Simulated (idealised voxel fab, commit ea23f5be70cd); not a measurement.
process module | voxel transistor to metal
cross-section cut | 210 nm wide | cells 5 nm
A cross-section is a grid of square cells, given in bands from the top down. A band is one or more rows of cells.
Each band's line starts with the height of the band's top and of its bottom, in nm. Then come its materials from left to right, each with its width in nm. One material with "throughout" fills the band from edge to edge. "air" is empty space.
Height 0 is the level under which the wafer as received is all one material. The lowest band goes on downwards, as in "0 down".
A width such as "30 to 40" changes by the same amount from each row of cells to the next, from the band's top row to its bottom row.
"no change" after a step means that no cell of the cross-section changed.
closed voids: empty space of 8 cells or more with no open way to the top, each as width x height at its distance from the left edge, in nm
after a step's settings: what the simulator itself notes on the step
overlay nm, on a step with a mask: how far to the right of its planned place the mask lay; to the left if negative
plan
1 op RECEIVE | material Si
2 op CONFORMAL_DEP | material SiO2 | thk nm 5
3 op CONFORMAL_DEP | material SiN | thk nm 10
4 op DIRECTIONAL_DEP | material aC | thk nm 10
5 op PATTERN | tone cover | mask id ACTIVE | material resist | width nm 105 | thk nm 25 | overlay nm -15
6 op DIRECTIONAL_ETCH | etch materials aC | depth nm 10
7 op STRIP | etch materials resist
8 op DIRECTIONAL_ETCH | etch materials SiN | depth nm 10
9 op DIRECTIONAL_ETCH | etch materials SiO2 | depth nm 5
10 op DIRECTIONAL_ETCH | etch materials Si | depth nm 30
11 op STRIP | etch materials aC
12 op FILL_DEP | material SiO2 | thk nm 15
13 op CMP | height nm 15
14 op SELECTIVE_ETCH | etch materials SiO2 | depth nm 5
15 op STRIP | etch materials SiN
16 op SELECTIVE_ETCH | etch materials SiO2 | depth nm 5
17 op OXIDIZE | depth nm 5
18 op DIRECTIONAL_DEP | material polySi | thk nm 20
19 op DIRECTIONAL_DEP | material SiCN | thk nm 10
20 op DIRECTIONAL_DEP | material aC | thk nm 10
21 op PATTERN | tone cover | mask id GATE | material resist | width nm 15 | thk nm 30 | overlay nm 0
22 op DIRECTIONAL_ETCH | etch materials aC | depth nm 10
23 op STRIP | etch materials resist
24 op DIRECTIONAL_ETCH | etch materials SiCN | depth nm 20
25 op DIRECTIONAL_ETCH | etch materials polySi | depth nm 30
26 op STRIP | etch materials aC
27 op CONFORMAL_DEP | material SiN | thk nm 5
28 op DIRECTIONAL_ETCH | etch materials SiN | depth nm 5
29 op DIRECTIONAL_ETCH | etch materials SiO2 | depth nm 5
30 op EPI | material pSi | thk nm 5
31 op FILL_DEP | material SiO2 | thk nm 10
32 op CMP | height nm 30
33 op DIRECTIONAL_DEP | material SiO2 | thk nm 15
34 op PATTERN | tone open | mask id CONTACT | material resist | width nm 30 | pitch nm 55 | thk nm 20 | overlay nm 0
35 op DIRECTIONAL_ETCH | etch materials SiO2 | depth nm 45
36 op STRIP | etch materials resist
37 op CONFORMAL_DEP | material TiN | thk nm 5
38 op FILL_DEP | material W | thk nm 5
39 op CMP | height nm 45
40 op DIRECTIONAL_DEP | material TiN | thk nm 5
41 op DIRECTIONAL_DEP | material W | thk nm 25
42 op DIRECTIONAL_DEP | material aC | thk nm 15
43 op PATTERN | tone cover | mask id METAL_1 | material resist | width nm 15 | pitch nm 70 | thk nm 35 | overlay nm 0
44 op DIRECTIONAL_ETCH | etch materials aC | depth nm 15
45 op STRIP | etch materials resist
46 op DIRECTIONAL_ETCH | etch materials W | depth nm 25
47 op DIRECTIONAL_ETCH | etch materials TiN | depth nm 5
48 op STRIP | etch materials aC
49 op FILL_DEP | material SiO2 | thk nm 10
50 op CMP | height nm 75
51 op CONFORMAL_DEP | material SiN | thk nm 5
varied across the wafers: overlay nm of step 5. The plan shows the first wafer's value. All wafers start alike
first wafer as received, after step 1
  0 down: Si throughout
  closed voids: none
each wafer at the end: cells of each material gained (+) or lost (-) since it was received, then its closed voids
overlay nm -15 | -147 Si | +6 SiCN | +56 SiN | +586 SiO2 | +50 TiN | +93 W | +16 pSi | +12 polySi | closed voids: none
overlay nm -10 | -147 Si | +6 SiCN | +56 SiN | +585 SiO2 | +50 TiN | +94 W | +16 pSi | +12 polySi | closed voids: none
overlay nm -5 | -147 Si | +6 SiCN | +56 SiN | +585 SiO2 | +50 TiN | +94 W | +16 pSi | +12 polySi | closed voids: none
overlay nm 0 | -147 Si | +6 SiCN | +56 SiN | +585 SiO2 | +50 TiN | +94 W | +16 pSi | +12 polySi | closed voids: none
overlay nm 5 | -147 Si | +6 SiCN | +56 SiN | +585 SiO2 | +50 TiN | +94 W | +16 pSi | +12 polySi | closed voids: none
overlay nm 10 | -147 Si | +6 SiCN | +56 SiN | +585 SiO2 | +50 TiN | +94 W | +16 pSi | +12 polySi | closed voids: none
overlay nm 15 | -147 Si | +6 SiCN | +56 SiN | +586 SiO2 | +50 TiN | +93 W | +16 pSi | +12 polySi | closed voids: none
